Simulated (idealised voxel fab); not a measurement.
Proc. module: voxel capacitor over wiring
Cross-section cut spans 275 nm and uses square cells 5 nm in size.
Square cells in a grid make up a cross-section in this document, and the grid is given as bands, listed from the top down, each one or more rows of cells.
Within each band entry, the heights of the top and of the bottom of the band appear first, in that order and in nm; the materials of the band then follow from left to right, each with its corresponding width in nm. The designation "edge to edge" on a single material indicates that it fills the band from edge to edge; the designation "air" indicates empty space.
Ref level 0: as-received wafer is one material below here. Bottom band extends down with no lower bound ("0 down").
Graded width ("30..40"): value in top row of band = first number; value in bottom row = second number; row-to-row change constant.
Step note "no change" = no cross-section cell changed.
Reported under the label "Unvented cavities" are the empty spaces having no open way to the top and comprising 8 cells or more; the notation for each is width x height at distance, in which the distance is measured from the left edge and all three values are in nm.
If you see something after the settings on a step's line, that's the simulator's own remark about that step.
A step's line can hold "overlay nm"; with a mask on that step, the setting says how far right of the planned place the mask lay, while a negative setting says it lay to the left.

## The following list gives the planned process steps
1 RECEIVE [material Si]
2 CONFORMAL_DEP [material SiO2] [thk nm 15]
3 CONFORMAL_DEP [material SiCN] [thk nm 5]
4 DIRECTIONAL_DEP [material lowk] [thk nm 25]
5 PATTERN [tone open] [mask id METAL_1] [material resist] [width nm 20] [pitch nm 80] [thk nm 15] [overlay nm 0]
6 DIRECTIONAL_ETCH [etch materials lowk] [depth nm 25]
7 DIRECTIONAL_ETCH [etch materials SiCN] [depth nm 5]
8 STRIP [etch materials resist]
9 CONFORMAL_DEP [material TiN] [thk nm 5]
10 FILL_DEP [material W] [thk nm 10]
11 CMP [height nm 45]
12 EPI [material Ru] [thk nm 5]
13 FILL_DEP [material SiCN] [thk nm 5]
14 DIRECTIONAL_DEP [material SiO2] [thk nm 10]
15 PATTERN [tone open] [mask id PLUG_1] [material resist] [width nm 15] [thk nm 15] [overlay nm 0]
16 DIRECTIONAL_ETCH [etch materials SiO2] [depth nm 10]
17 DIRECTIONAL_ETCH [etch materials SiCN] [depth nm 5]
18 STRIP [etch materials resist]
19 CONFORMAL_DEP [material TiN] [thk nm 5]
20 FILL_DEP [material W] [thk nm 5]
21 CMP [height nm 65]
22 DIRECTIONAL_DEP [material TiN] [thk nm 5]
23 DIRECTIONAL_DEP [material SiN] [thk nm 5]
24 DIRECTIONAL_DEP [material TiN] [thk nm 10]
25 DIRECTIONAL_DEP [material aC] [thk nm 15]
26 PATTERN [tone cover] [mask id UPPER_PLATE] [material resist] [width nm 65] [thk nm 30] [overlay nm 0]
27 DIRECTIONAL_ETCH [etch materials aC] [depth nm 15]
28 STRIP [etch materials resist]
29 DIRECTIONAL_ETCH [etch materials TiN] [depth nm 10]
30 DIRECTIONAL_ETCH [etch materials SiN] [depth nm 5]
31 STRIP [etch materials aC]
32 PATTERN [tone cover] [mask id LOWER_PLATE] [material resist] [width nm 75] [thk nm 15] [overlay nm 0]
33 DIRECTIONAL_ETCH [etch materials TiN] [depth nm 5]
34 STRIP [etch materials resist]
35 FILL_DEP [material SiO2] [thk nm 15]
36 CMP [height nm 95]
37 MASKED_ETCH [tone open] [mask id PLUG_2] [width nm 15] [etch materials SiO2] [depth nm 10] [overlay nm 0]
38 CONFORMAL_DEP [material TiN] [thk nm 5]
39 FILL_DEP [material Ru] [thk nm 5]
40 CMP [height nm 95]
41 CONFORMAL_DEP [material SiN] [thk nm 5]

## The following pertains to the first of two wafers, which was processed as planned

## As-received wafer cross-section (after step 1)
* 0 down: Si edge to edge
* Unvented cavities: none

## You're looking at a cross-section of the wafer after step 2
* 15 to 0: SiO2 edge to edge
* All layers under 0 are left as they were.

## You're looking at a cross-section of the wafer after step 3
* 20 to 15: SiCN edge to edge
* All layers under 15 are left as they were.

## You're looking at a cross-section of the wafer after step 4
* 45 to 20: lowk edge to edge
* All layers under 20 are left as they were.

## You're looking at a cross-section of the wafer after step 5
* 60 to 45: 85 of resist; 20 of air; 60 of resist; 20 of air; 90 of resist
* All layers under 45 are left as they were.

## You're looking at a cross-section of the wafer after step 6
* 60 to 45: 85 of resist; 20 of air; 60 of resist; 20 of air; 90 of resist
* 45 to 20: 85 of lowk; 20 of air; 60 of lowk; 20 of air; 90 of lowk
* All layers under 20 are left as they were.

## You're looking at a cross-section of the wafer after step 7
* 60 to 45: 85 of resist; 20 of air; 60 of resist; 20 of air; 90 of resist
* 45 to 20: 85 of lowk; 20 of air; 60 of lowk; 20 of air; 90 of lowk
* 20 to 15: 85 of SiCN; 20 of air; 60 of SiCN; 20 of air; 90 of SiCN
* All layers under 15 are left as they were.

## You're looking at a cross-section of the wafer after step 8
* 45 to 20: 85 of lowk; 20 of air; 60 of lowk; 20 of air; 90 of lowk
* All layers under 20 are left as they were.

## You're looking at a cross-section of the wafer after step 9
* 50 to 45: 90 of TiN; 10 of air; 70 of TiN; 10 of air; 95 of TiN
* 45 to 20: 85 of lowk; 5 of TiN; 10 of air; 5 of TiN; 60 of lowk; 5 of TiN; 10 of air; 5 of TiN; 90 of lowk
* 20 to 15: 85 of SiCN; 20 of TiN; 60 of SiCN; 20 of TiN; 90 of SiCN
* All layers under 15 are left as they were.

## You're looking at a cross-section of the wafer after step 10
* 60 to 50: W edge to edge
* 50 to 45: 90 of TiN; 10 of W; 70 of TiN; 10 of W; 95 of TiN
* 45 to 20: 85 of lowk; 5 of TiN; 10 of W; 5 of TiN; 60 of lowk; 5 of TiN; 10 of W; 5 of TiN; 90 of lowk
* All layers under 20 are left as they were.

## You're looking at a cross-section of the wafer after step 11
* 45 to 20: 85 of lowk; 5 of TiN; 10 of W; 5 of TiN; 60 of lowk; 5 of TiN; 10 of W; 5 of TiN; 90 of lowk
* All layers under 20 are left as they were.

## You're looking at a cross-section of the wafer after step 12
* 50 to 45: 80 of air; 30 of Ru; 50 of air; 30 of Ru; 85 of air
* All layers under 45 are left as they were.

## You're looking at a cross-section of the wafer after step 13
* 55 to 50: SiCN edge to edge
* 50 to 45: 80 of SiCN; 30 of Ru; 50 of SiCN; 30 of Ru; 85 of SiCN
* All layers under 45 are left as they were.

## You're looking at a cross-section of the wafer after step 14
* 65 to 55: SiO2 edge to edge
* All layers under 55 are left as they were.

## You're looking at a cross-section of the wafer after step 15
* 80 to 65: 90 of resist; 15 of air; 170 of resist
* All layers under 65 are left as they were.

## You're looking at a cross-section of the wafer after step 16
* 80 to 65: 90 of resist; 15 of air; 170 of resist
* 65 to 55: 90 of SiO2; 15 of air; 170 of SiO2
* All layers under 55 are left as they were.

## You're looking at a cross-section of the wafer after step 17
* 80 to 65: 90 of resist; 15 of air; 170 of resist
* 65 to 55: 90 of SiO2; 15 of air; 170 of SiO2
* 55 to 50: 90 of SiCN; 15 of air; 170 of SiCN
* All layers under 50 are left as they were.

## You're looking at a cross-section of the wafer after step 18
* 65 to 55: 90 of SiO2; 15 of air; 170 of SiO2
* All layers under 55 are left as they were.

## You're looking at a cross-section of the wafer after step 19
* 70 to 65: 95 of TiN; 5 of air; 175 of TiN
* 65 to 55: 90 of SiO2; 5 of TiN; 5 of air; 5 of TiN; 170 of SiO2
* 55 to 50: 90 of SiCN; 15 of TiN; 170 of SiCN
* All layers under 50 are left as they were.

## You're looking at a cross-section of the wafer after step 20
* 75 to 70: W edge to edge
* 70 to 65: 95 of TiN; 5 of W; 175 of TiN
* 65 to 55: 90 of SiO2; 5 of TiN; 5 of W; 5 of TiN; 170 of SiO2
* All layers under 55 are left as they were.

## You're looking at a cross-section of the wafer after step 21
* 65 to 55: 90 of SiO2; 5 of TiN; 5 of W; 5 of TiN; 170 of SiO2
* All layers under 55 are left as they were.

## You're looking at a cross-section of the wafer after step 22
* 70 to 65: TiN edge to edge
* All layers under 65 are left as they were.

## You're looking at a cross-section of the wafer after step 23
* 75 to 70: SiN edge to edge
* All layers under 70 are left as they were.

## You're looking at a cross-section of the wafer after step 24
* 85 to 75: TiN edge to edge
* All layers under 75 are left as they were.

## You're looking at a cross-section of the wafer after step 25
* 100 to 85: aC edge to edge
* All layers under 85 are left as they were.

## You're looking at a cross-section of the wafer after step 26
* 130 to 100: 90 of air; 65 of resist; 120 of air
* All layers under 100 are left as they were.

## You're looking at a cross-section of the wafer after step 27
* 115 to 100: 90 of air; 65 of resist; 120 of air
* 100 to 85: 90 of air; 65 of aC; 120 of air
* All layers under 85 are left as they were.

## You're looking at a cross-section of the wafer after step 28
* 100 to 85: 90 of air; 65 of aC; 120 of air
* All layers under 85 are left as they were.

## You're looking at a cross-section of the wafer after step 29
* 100 to 85: 90 of air; 65 of aC; 120 of air
* 85 to 75: 90 of air; 65 of TiN; 120 of air
* All layers under 75 are left as they were.

## You're looking at a cross-section of the wafer after step 30
* 100 to 85: 90 of air; 65 of aC; 120 of air
* 85 to 75: 90 of air; 65 of TiN; 120 of air
* 75 to 70: 90 of air; 65 of SiN; 120 of air
* All layers under 70 are left as they were.

## You're looking at a cross-section of the wafer after step 31
* 85 to 75: 90 of air; 65 of TiN; 120 of air
* All layers under 75 are left as they were.

## You're looking at a cross-section of the wafer after step 32
* 100 to 85: 85 of air; 75 of resist; 115 of air
* 85 to 75: 85 of air; 5 of resist; 65 of TiN; 5 of resist; 115 of air
* 75 to 70: 85 of air; 5 of resist; 65 of SiN; 5 of resist; 115 of air
* All layers under 70 are left as they were.

## You're looking at a cross-section of the wafer after step 33
* 100 to 85: 85 of air; 75 of resist; 115 of air
* 85 to 75: 85 of air; 5 of resist; 65 of TiN; 5 of resist; 115 of air
* 75 to 70: 85 of air; 5 of resist; 65 of SiN; 5 of resist; 115 of air
* 70 to 65: 85 of air; 75 of TiN; 115 of air
* All layers under 65 are left as they were.

## You're looking at a cross-section of the wafer after step 34
* 85 to 75: 90 of air; 65 of TiN; 120 of air
* 75 to 70: 90 of air; 65 of SiN; 120 of air
* All layers under 70 are left as they were.

## You're looking at a cross-section of the wafer after step 35
* 100 to 85: SiO2 edge to edge
* 85 to 75: 90 of SiO2; 65 of TiN; 120 of SiO2
* 75 to 70: 90 of SiO2; 65 of SiN; 120 of SiO2
* 70 to 65: 85 of SiO2; 75 of TiN; 115 of SiO2
* All layers under 65 are left as they were.

## You're looking at a cross-section of the wafer after step 36
* 95 to 85: SiO2 edge to edge
* All layers under 85 are left as they were.

## You're looking at a cross-section of the wafer after step 37
* 95 to 85: 100 of SiO2; 15 of air; 160 of SiO2
* All layers under 85 are left as they were.

## You're looking at a cross-section of the wafer after step 38
* 100 to 95: 105 of TiN; 5 of air; 165 of TiN
* 95 to 90: 100 of SiO2; 5 of TiN; 5 of air; 5 of TiN; 160 of SiO2
* 90 to 85: 100 of SiO2; 15 of TiN; 160 of SiO2
* All layers under 85 are left as they were.

## You're looking at a cross-section of the wafer after step 39
* 105 to 100: Ru edge to edge
* 100 to 95: 105 of TiN; 5 of Ru; 165 of TiN
* 95 to 90: 100 of SiO2; 5 of TiN; 5 of Ru; 5 of TiN; 160 of SiO2
* All layers under 90 are left as they were.

## You're looking at a cross-section of the wafer after step 40
* 95 to 90: 100 of SiO2; 5 of TiN; 5 of Ru; 5 of TiN; 160 of SiO2
* All layers under 90 are left as they were.

## You're looking at a cross-section of the wafer after step 41
* 100 to 95: SiN edge to edge
* All layers under 95 are left as they were.

## Second Wafer (Identical Start and Plan, One Processing Error; Matches First Wafer Through Step 36)

## Cross-section: second wafer, time at which step 37 was scheduled to end
* 95 to 85: 100 of air; 15 of SiO2; 160 of air
* All layers under 85 are left as they were.

## Cross-section: second wafer, time at which step 38 was scheduled to end
* 100 to 95: 95 of air; 25 of TiN; 155 of air
* 95 to 90: 95 of air; 5 of TiN; 15 of SiO2; 5 of TiN; 155 of air
* 90 to 85: 100 of TiN; 15 of SiO2; 160 of TiN
* All layers under 85 are left as they were.

## Cross-section: second wafer, time at which step 39 was scheduled to end
* 105 to 100: Ru edge to edge
* 100 to 95: 95 of Ru; 25 of TiN; 155 of Ru
* 95 to 90: 95 of Ru; 5 of TiN; 15 of SiO2; 5 of TiN; 155 of Ru
* All layers under 90 are left as they were.

## Cross-section: second wafer, time at which step 40 was scheduled to end
* 95 to 90: 95 of Ru; 5 of TiN; 15 of SiO2; 5 of TiN; 155 of Ru
* All layers under 90 are left as they were.

## Cross-section: second wafer, time at which step 41 was scheduled to end
* 100 to 95: SiN edge to edge
* All layers under 95 are left as they were.
Want to know what went wrong? step 37 off recipe, ran as MASKED_ETCH [tone cover] [mask id PLUG_2] [width nm 15] [etch materials SiO2] [depth nm 10] [overlay nm 0]
Once processing is complete, comparing cell counts shows that the second wafer has more or fewer of certain materials than the first: 49 more of Ru | 98 fewer of SiO2 | 49 more of TiN
